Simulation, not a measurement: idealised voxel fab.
process module | voxel fin reveal
cross-section cut | 255 nm wide | cells 5 nm
A cross-section is a grid of square cells, given in bands from the top down. A band is one or more rows of cells.
Each band's line starts with the height of the band's top and of its bottom, in nm. Then come its materials from left to right, each with its width in nm. One material with "throughout" fills the band from edge to edge. "air" is empty space.
Height 0 is the level under which the wafer as received is all one material. The lowest band goes on downwards, as in "0 down".
A width such as "30 to 40" changes by the same amount from each row of cells to the next, from the band's top row to its bottom row.
"no change" after a step means that no cell of the cross-section changed.
closed voids: empty space of 8 cells or more with no open way to the top, each as width x height at its distance from the left edge, in nm
after a step's settings: what the simulator itself notes on the step
overlay nm, on a step with a mask: how far to the right of its planned place the mask lay; to the left if negative
plan
1 op RECEIVE | material Si
2 op CONFORMAL_DEP | material SiN | thk nm 10
3 op DIRECTIONAL_DEP | material aC | thk nm 15
4 op PATTERN | tone cover | mask id FINS | material resist | width nm 15 | pitch nm 35 | thk nm 30 | overlay nm 0
5 op DIRECTIONAL_ETCH | etch materials aC | depth nm 15
6 op STRIP | etch materials resist
7 op DIRECTIONAL_ETCH | etch materials SiN | depth nm 10
8 op DIRECTIONAL_ETCH | etch materials Si | depth nm 30
9 op STRIP | etch materials aC
10 op OXIDIZE | depth nm 5
11 op FILL_DEP | material SiO2 | thk nm 5
12 op CMP | height nm 10
13 op SELECTIVE_ETCH | etch materials SiO2 | depth nm 20
14 op STRIP | etch materials SiN
varied across the wafers: depth nm of step 13. The plan shows the first wafer's value. All wafers start alike
first wafer as received, after step 1
  0 down: Si throughout
  closed voids: none
each wafer at the end: cells of each material gained (+) or lost (-) since it was received, then its closed voids
depth nm 20 | -343 Si | +245 SiO2 | closed voids: none
depth nm 25 | -343 Si | +196 SiO2 | closed voids: none
depth nm 30 | -343 Si | +147 SiO2 | closed voids: none
depth nm 35 | -343 Si | +98 SiO2 | closed voids: none
depth nm 40 | -343 Si | +49 SiO2 | closed voids: none
depth nm 45 | -343 Si | closed voids: none
